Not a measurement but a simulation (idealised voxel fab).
process module | voxel wiring stack
cross-section cut | 165 nm wide | cells 5 nm
A cross-section is a grid of square cells, given in bands from the top down. A band is one or more rows of cells.
Each band's line starts with the height of the band's top and of its bottom, in nm. Then come its materials from left to right, each with its width in nm. One material with "throughout" fills the band from edge to edge. "air" is empty space.
Height 0 is the level under which the wafer as received is all one material. The lowest band goes on downwards, as in "0 down".
A width such as "30 to 40" changes by the same amount from each row of cells to the next, from the band's top row to its bottom row.
"no change" after a step means that no cell of the cross-section changed.
closed voids: empty space of 8 cells or more with no open way to the top, each as width x height at its distance from the left edge, in nm
after a step's settings: what the simulator itself notes on the step
overlay nm, on a step with a mask: how far to the right of its planned place the mask lay; to the left if negative
plan
1 op RECEIVE | material Si
2 op CONFORMAL_DEP | material SiO2 | thk nm 10
3 op CONFORMAL_DEP | material SiCN | thk nm 5
4 op DIRECTIONAL_DEP | material lowk | thk nm 25
5 op MASKED_ETCH | tone open | mask id METAL_1 | width nm 30 | pitch nm 45 | etch materials lowk | depth nm 25 | overlay nm 0
6 op MASKED_ETCH | tone open | mask id METAL_1 | width nm 30 | pitch nm 45 | etch materials SiCN | depth nm 5 | overlay nm 0
7 op CONFORMAL_DEP | material TiN | thk nm 5
8 op FILL_DEP | material Cu | thk nm 5
9 op CMP | height nm 40
10 op EPI | material Ru | thk nm 5
11 op FILL_DEP | material SiCN | thk nm 5
12 op DIRECTIONAL_DEP | material SiO2 | thk nm 30
13 op MASKED_ETCH | tone open | mask id METAL_2_HOLES | width nm 15 | pitch nm 45 | etch materials SiO2 | depth nm 30 | overlay nm 0
14 op PATTERN | tone open | mask id METAL_2 | material resist | width nm 30 | pitch nm 45 | thk nm 20 | overlay nm 0
15 op DIRECTIONAL_ETCH | etch materials SiO2 | depth nm 20
16 op DIRECTIONAL_ETCH | etch materials SiCN | depth nm 5
17 op STRIP | etch materials resist
18 op CONFORMAL_DEP | material TiN | thk nm 5
19 op FILL_DEP | material Cu | thk nm 10
20 op CMP | height nm 80
21 op CONFORMAL_DEP | material SiCN | thk nm 5
22 op DIRECTIONAL_DEP | material lowk | thk nm 20
23 op PATTERN | tone open | mask id PLUG_2 | material resist | width nm 15 | thk nm 15 | overlay nm 0
24 op DIRECTIONAL_ETCH | etch materials lowk | depth nm 20
25 op DIRECTIONAL_ETCH | etch materials SiCN | depth nm 5
26 op STRIP | etch materials resist
27 op CONFORMAL_DEP | material TiN | thk nm 5
28 op FILL_DEP | material Cu | thk nm 10
29 op CMP | height nm 105
30 op CONFORMAL_DEP | material SiCN | thk nm 5
31 op DIRECTIONAL_DEP | material SiO2 | thk nm 25
32 op MASKED_ETCH | tone open | mask id METAL_3 | width nm 30 | pitch nm 45 | etch materials SiO2 | depth nm 25 | overlay nm 0
33 op MASKED_ETCH | tone open | mask id METAL_3 | width nm 30 | pitch nm 45 | etch materials SiCN | depth nm 5 | overlay nm 0
34 op CONFORMAL_DEP | material TiN | thk nm 5
35 op FILL_DEP | material Ru | thk nm 5
36 op CMP | height nm 135
37 op CONFORMAL_DEP | material SiCN | thk nm 5
38 op DIRECTIONAL_DEP | material lowk | thk nm 10
39 op MASKED_ETCH | tone open | mask id PLUG_3 | width nm 15 | etch materials lowk | depth nm 10 | overlay nm 0
40 op MASKED_ETCH | tone open | mask id PLUG_3 | width nm 15 | etch materials SiCN | depth nm 5 | overlay nm 0
41 op CONFORMAL_DEP | material TiN | thk nm 5
42 op FILL_DEP | material W | thk nm 10
43 op CMP | height nm 150
44 op CONFORMAL_DEP | material SiN | thk nm 5
45 op DIRECTIONAL_DEP | material SiO2 | thk nm 20
46 op MASKED_ETCH | tone open | mask id METAL_4 | width nm 30 | pitch nm 45 | etch materials SiO2 | depth nm 20 | overlay nm 0
47 op MASKED_ETCH | tone open | mask id METAL_4 | width nm 30 | pitch nm 45 | etch materials SiN | depth nm 5 | overlay nm 0
48 op CONFORMAL_DEP | material TiN | thk nm 5
49 op FILL_DEP | material Cu | thk nm 10
50 op CMP | height nm 165
51 op EPI | material Ru | thk nm 5
52 op FILL_DEP | material SiCN | thk nm 5
varied across the wafers: height nm of step 50. The plan shows the first wafer's value. All wafers start alike
first wafer as received, after step 1
  0 down: Si throughout
  closed voids: none
each wafer at the end: cells of each material gained (+) or lost (-) since it was received, then its closed voids
height nm 165 | +90 Cu | +72 Ru | +196 SiCN | +21 SiN | +351 SiO2 | +138 TiN | +2 W | +285 lowk | closed voids: none
height nm 170 | +98 Cu | +72 Ru | +196 SiCN | +21 SiN | +372 SiO2 | +142 TiN | +2 W | +285 lowk | closed voids: none
height nm 175 | +106 Cu | +72 Ru | +196 SiCN | +21 SiN | +393 SiO2 | +146 TiN | +2 W | +285 lowk | closed voids: none
height nm 180 | +114 Cu | +89 Ru | +179 SiCN | +21 SiN | +393 SiO2 | +171 TiN | +2 W | +285 lowk | closed voids: none
height nm 185 | +147 Cu | +89 Ru | +179 SiCN | +21 SiN | +393 SiO2 | +171 TiN | +2 W | +285 lowk | closed voids: none
